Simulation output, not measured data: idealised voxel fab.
voxel ribs on slabs: a process module
Cross-sectional view cut (width: 300 nm; square cell size: 5 nm).
Square cells in a grid make up a cross-section in this document, and the grid is given as bands, listed from the top down, each one or more rows of cells.
Heights first: top, then bottom, in nm. Then materials, left to right, each with a width in nm. "everywhere" on a single material: fills the band edge to edge. "air": empty space.
Convention: height 0 is the level below which the wafer, as received, is all one material. The lowest band does not terminate at the bottom but continues downward, represented as "0 and below".
Think of "30..40" as a width that walks from the first number to the second as you go down the band, top row to bottom row, taking equal-sized steps from row to row.
"nothing got changed" (step): cross-section cells unchanged, all of them.
Empty spaces without an open route to the top, at least 8 cells in extent, make up the entry "Catalogued sealed voids"; each is given as width x height at distance, where the distance is measured from the left edge, and all are in nm.
If you see something after the settings on a step's line, that's the simulator's own remark about that step.
overlay nm: for a step with a mask, the amount by which the mask lay right of where it was planned; a negative amount means left of it.
So here's the lineup of process steps we planned
| 1 | RECEIVE | material Si |
| 2 | DIRECTIONAL_DEP | material SiO2 | thk nm 20 |
| 3 | DIRECTIONAL_DEP | material polySi | thk nm 20 |
| 4 | DIRECTIONAL_DEP | material aC | thk nm 15 |
| 5 | PATTERN | tone cover | mask id RIB | material resist | width nm 30 | thk nm 30 | overlay nm 0 |
| 6 | DIRECTIONAL_ETCH | etch materials aC | depth nm 15 |
| 7 | STRIP | etch materials resist |
| 8 | DIRECTIONAL_ETCH | etch materials polySi | depth nm 10 |
| 9 | STRIP | etch materials aC |
| 10 | PATTERN | tone cover | mask id SLAB | material resist | width nm 90 | thk nm 20 | overlay nm 0 |
| 11 | DIRECTIONAL_ETCH | etch materials polySi | depth nm 10 |
| 12 | STRIP | etch materials resist |
| 13 | FILL_DEP | material SiO2 | thk nm 30 |
| 14 | CMP | height nm 60 |
| 15 | DIRECTIONAL_DEP | material TiN | thk nm 5 |
| 16 | DIRECTIONAL_DEP | material aC | thk nm 15 |
| 17 | PATTERN | tone cover | mask id HEATER | material resist | width nm 40 | thk nm 30 | overlay nm 0 |
| 18 | DIRECTIONAL_ETCH | etch materials aC | depth nm 15 |
| 19 | STRIP | etch materials resist |
| 20 | DIRECTIONAL_ETCH | etch materials TiN | depth nm 5 |
| 21 | STRIP | etch materials aC |
| 22 | CONFORMAL_DEP | material SiO2 | thk nm 5 |
first wafer, as planned
Incoming wafer, cross-sectional view, post step 1
  0 and below | Si everywhere
  Catalogued sealed voids: none
Sectional view: wafer, after step 2
  20 down to 0 | SiO2 everywhere
  Beneath the level 0, the cross-section is identical to its previous state.
Sectional view: wafer, after step 3
  40 down to 20 | polySi everywhere
  Beneath the level 20, the cross-section is identical to its previous state.
Sectional view: wafer, after step 4
  55 down to 40 | aC everywhere
  Beneath the level 40, the cross-section is identical to its previous state.
Sectional view: wafer, after step 5
  85 down to 55 | 135 air, then 30 resist, then 135 air
  Beneath the level 55, the cross-section is identical to its previous state.
Sectional view: wafer, after step 6
  70 down to 55 | 135 air, then 30 resist, then 135 air
  55 down to 40 | 135 air, then 30 aC, then 135 air
  Beneath the level 40, the cross-section is identical to its previous state.
Sectional view: wafer, after step 7
  55 down to 40 | 135 air, then 30 aC, then 135 air
  Beneath the level 40, the cross-section is identical to its previous state.
Sectional view: wafer, after step 8
  55 down to 40 | 135 air, then 30 aC, then 135 air
  40 down to 30 | 135 air, then 30 polySi, then 135 air
  Beneath the level 30, the cross-section is identical to its previous state.
Sectional view: wafer, after step 9
  40 down to 30 | 135 air, then 30 polySi, then 135 air
  Beneath the level 30, the cross-section is identical to its previous state.
Sectional view: wafer, after step 10
  60 down to 40 | 105 air, then 90 resist, then 105 air
  40 down to 30 | 105 air, then 30 resist, then 30 polySi, then 30 resist, then 105 air
  Beneath the level 30, the cross-section is identical to its previous state.
Sectional view: wafer, after step 11
  60 down to 40 | 105 air, then 90 resist, then 105 air
  40 down to 30 | 105 air, then 30 resist, then 30 polySi, then 30 resist, then 105 air
  30 down to 20 | 105 air, then 90 polySi, then 105 air
  Beneath the level 20, the cross-section is identical to its previous state.
Sectional view: wafer, after step 12
  40 down to 30 | 135 air, then 30 polySi, then 135 air
  Beneath the level 30, the cross-section is identical to its previous state.
Sectional view: wafer, after step 13
  70 down to 40 | SiO2 everywhere
  40 down to 30 | 135 SiO2, then 30 polySi, then 135 SiO2
  30 down to 20 | 105 SiO2, then 90 polySi, then 105 SiO2
  Beneath the level 20, the cross-section is identical to its previous state.
Sectional view: wafer, after step 14
  60 down to 40 | SiO2 everywhere
  Beneath the level 40, the cross-section is identical to its previous state.
Sectional view: wafer, after step 15
  65 down to 60 | TiN everywhere
  Beneath the level 60, the cross-section is identical to its previous state.
Sectional view: wafer, after step 16
  80 down to 65 | aC everywhere
  Beneath the level 65, the cross-section is identical to its previous state.
Sectional view: wafer, after step 17
  110 down to 80 | 130 air, then 40 resist, then 130 air
  Beneath the level 80, the cross-section is identical to its previous state.
Sectional view: wafer, after step 18
  95 down to 80 | 130 air, then 40 resist, then 130 air
  80 down to 65 | 130 air, then 40 aC, then 130 air
  Beneath the level 65, the cross-section is identical to its previous state.
Sectional view: wafer, after step 19
  80 down to 65 | 130 air, then 40 aC, then 130 air
  Beneath the level 65, the cross-section is identical to its previous state.
Sectional view: wafer, after step 20
  80 down to 65 | 130 air, then 40 aC, then 130 air
  65 down to 60 | 130 air, then 40 TiN, then 130 air
  Beneath the level 60, the cross-section is identical to its previous state.
Sectional view: wafer, after step 21
  65 down to 60 | 130 air, then 40 TiN, then 130 air
  Beneath the level 60, the cross-section is identical to its previous state.
Sectional view: wafer, after step 22
  70 down to 65 | 125 air, then 50 SiO2, then 125 air
  65 down to 60 | 130 SiO2, then 40 TiN, then 130 SiO2
  Beneath the level 60, the cross-section is identical to its previous state.
Second wafer. Start and plan as for the first. One mistake made in running. Agrees with the first up to and including step 21
Second wafer, section view, time point: scheduled end of step 22: nothing got changed
What broke from the plan during processing? skipped: plan step 22 (never run)
at the end the second wafer has, in cells: SiO2 -62
